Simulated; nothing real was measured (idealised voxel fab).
The document below concerns the process module designated voxel ribs on slabs.
Shown is cross-section cut, with a width of 145 nm and square cells of size 5 nm.
In this document a cross-section is written as a grid of square cells. It is given as a series of bands, listed from the top down, and a band is one or more rows of cells. In this notation a band is specified by the heights of its top and bottom, in that order and in nm, after which its materials appear from left to right, each paired with its width in nm. The word "full width" attached to a single material means that material fills the band from edge to edge; the word "empty" stands for empty space. The reference from which all heights are counted is 0, the level beneath which the as-received wafer is entirely one material; the lowest band, having no lower bound, proceeds downward and is written after the example "0..down". A two-number width, for instance "30 to 40", indicates that the width is equal to the first number in the top row of the band and to the second number in the bottom row, and that it changes by a constant amount per row of cells. Given "stayed the same" for a step, no cell of the cross-section differs between before and after that step. "Enclosed cavities" specifies each empty space that is not open to the top and that occupies no fewer than 8 cells, using the form width x height at distance, the distance measured from the left edge and all three quantities in nm. On a step's line, text after the settings is the simulator commenting on that step. overlay nm: mask right of planned place by this much (step with mask). Neg. = left.

Below is the list of planned process steps
1) RECEIVE: material Si
2) DIRECTIONAL_DEP: material SiO2, thk nm 25
3) DIRECTIONAL_DEP: material polySi, thk nm 25
4) MASKED_ETCH: tone cover, mask id RIB, width nm 20, etch materials polySi, depth nm 10, overlay nm 0
5) MASKED_ETCH: tone cover, mask id SLAB, width nm 70, etch materials polySi, depth nm 15, overlay nm 0
6) FILL_DEP: material SiO2, thk nm 20
7) CMP: height nm 65
8) DIRECTIONAL_DEP: material W, thk nm 10
9) DIRECTIONAL_DEP: material aC, thk nm 15
10) PATTERN: tone cover, mask id HEATER, material resist, width nm 30, thk nm 30, overlay nm 0
11) DIRECTIONAL_ETCH: etch materials aC, depth nm 15
12) STRIP: etch materials resist
13) DIRECTIONAL_ETCH: etch materials W, depth nm 10
14) STRIP: etch materials aC
15) CONFORMAL_DEP: material SiN, thk nm 10

On the first of the two wafers: run conducted according to plan

Delivered wafer in cross-section: state after step 1
	0..down = Si full width
	Enclosed cavities: none

Cross-sectional representation of the wafer at the conclusion of step 2
	25..0 = SiO2 full width
	Under 0: no change, same as before.

Cross-sectional representation of the wafer at the conclusion of step 3
	50..25 = polySi full width
	Under 25: no change, same as before.

Cross-sectional representation of the wafer at the conclusion of step 4
	50..40 = empty: 60 / polySi: 20 / empty: 65
	Under 40: no change, same as before.

Cross-sectional representation of the wafer at the conclusion of step 5
	50..40 = empty: 60 / polySi: 20 / empty: 65
	40..25 = empty: 35 / polySi: 70 / empty: 40
	Under 25: no change, same as before.

Cross-sectional representation of the wafer at the conclusion of step 6
	70..50 = SiO2 full width
	50..40 = SiO2: 60 / polySi: 20 / SiO2: 65
	40..25 = SiO2: 35 / polySi: 70 / SiO2: 40
	Under 25: no change, same as before.

Cross-sectional representation of the wafer at the conclusion of step 7
	65..50 = SiO2 full width
	Under 50: no change, same as before.

Cross-sectional representation of the wafer at the conclusion of step 8
	75..65 = W full width
	Under 65: no change, same as before.

Cross-sectional representation of the wafer at the conclusion of step 9
	90..75 = aC full width
	Under 75: no change, same as before.

Cross-sectional representation of the wafer at the conclusion of step 10
	120..90 = empty: 55 / resist: 30 / empty: 60
	Under 90: no change, same as before.

Cross-sectional representation of the wafer at the conclusion of step 11
	105..90 = empty: 55 / resist: 30 / empty: 60
	90..75 = empty: 55 / aC: 30 / empty: 60
	Under 75: no change, same as before.

Cross-sectional representation of the wafer at the conclusion of step 12
	90..75 = empty: 55 / aC: 30 / empty: 60
	Under 75: no change, same as before.

Cross-sectional representation of the wafer at the conclusion of step 13
	90..75 = empty: 55 / aC: 30 / empty: 60
	75..65 = empty: 55 / W: 30 / empty: 60
	Under 65: no change, same as before.

Cross-sectional representation of the wafer at the conclusion of step 14
	75..65 = empty: 55 / W: 30 / empty: 60
	Under 65: no change, same as before.

Cross-sectional representation of the wafer at the conclusion of step 15
	85..75 = empty: 45 / SiN: 50 / empty: 50
	75..65 = SiN: 55 / W: 30 / SiN: 60
	Under 65: no change, same as before.

Second wafer, same starting state and plan as the first, one mistake in the run, identical through step 1

What the second wafer looks like in cross-section when step 2 should have wrapped up
	50..0 = SiO2 full width
	Under 0: no change, same as before.

What the second wafer looks like in cross-section when step 3 should have wrapped up
	75..50 = polySi full width
	Under 50: no change, same as before.

What the second wafer looks like in cross-section when step 4 should have wrapped up
	75..65 = empty: 60 / polySi: 20 / empty: 65
	Under 65: no change, same as before.

What the second wafer looks like in cross-section when step 5 should have wrapped up
	75..65 = empty: 60 / polySi: 20 / empty: 65
	65..50 = empty: 35 / polySi: 70 / empty: 40
	Under 50: no change, same as before.

What the second wafer looks like in cross-section when step 6 should have wrapped up
	95..75 = SiO2 full width
	75..65 = SiO2: 60 / polySi: 20 / SiO2: 65
	65..50 = SiO2: 35 / polySi: 70 / SiO2: 40
	Under 50: no change, same as before.

What the second wafer looks like in cross-section when step 7 should have wrapped up
	65..50 = SiO2: 35 / polySi: 70 / SiO2: 40
	Under 50: no change, same as before.

What the second wafer looks like in cross-section when step 8 should have wrapped up
	75..65 = W full width
	Under 65: no change, same as before.

What the second wafer looks like in cross-section when step 9 should have wrapped up
	90..75 = aC full width
	Under 75: no change, same as before.

What the second wafer looks like in cross-section when step 10 should have wrapped up
	120..90 = empty: 55 / resist: 30 / empty: 60
	Under 90: no change, same as before.

What the second wafer looks like in cross-section when step 11 should have wrapped up
	105..90 = empty: 55 / resist: 30 / empty: 60
	90..75 = empty: 55 / aC: 30 / empty: 60
	Under 75: no change, same as before.

What the second wafer looks like in cross-section when step 12 should have wrapped up
	90..75 = empty: 55 / aC: 30 / empty: 60
	Under 75: no change, same as before.

What the second wafer looks like in cross-section when step 13 should have wrapped up
	90..75 = empty: 55 / aC: 30 / empty: 60
	75..65 = empty: 55 / W: 30 / empty: 60
	Under 65: no change, same as before.

What the second wafer looks like in cross-section when step 14 should have wrapped up
	75..65 = empty: 55 / W: 30 / empty: 60
	Under 65: no change, same as before.

What the second wafer looks like in cross-section when step 15 should have wrapped up
	85..75 = empty: 45 / SiN: 50 / empty: 50
	75..65 = SiN: 55 / W: 30 / SiN: 60
	Under 65: no change, same as before.
Heads up, the wafer didn't run the way we planned it: step 2 was run twice
Counted in cells at the end, the second wafer holds more or fewer of these materials than the first: +8 SiO2, -8 polySi
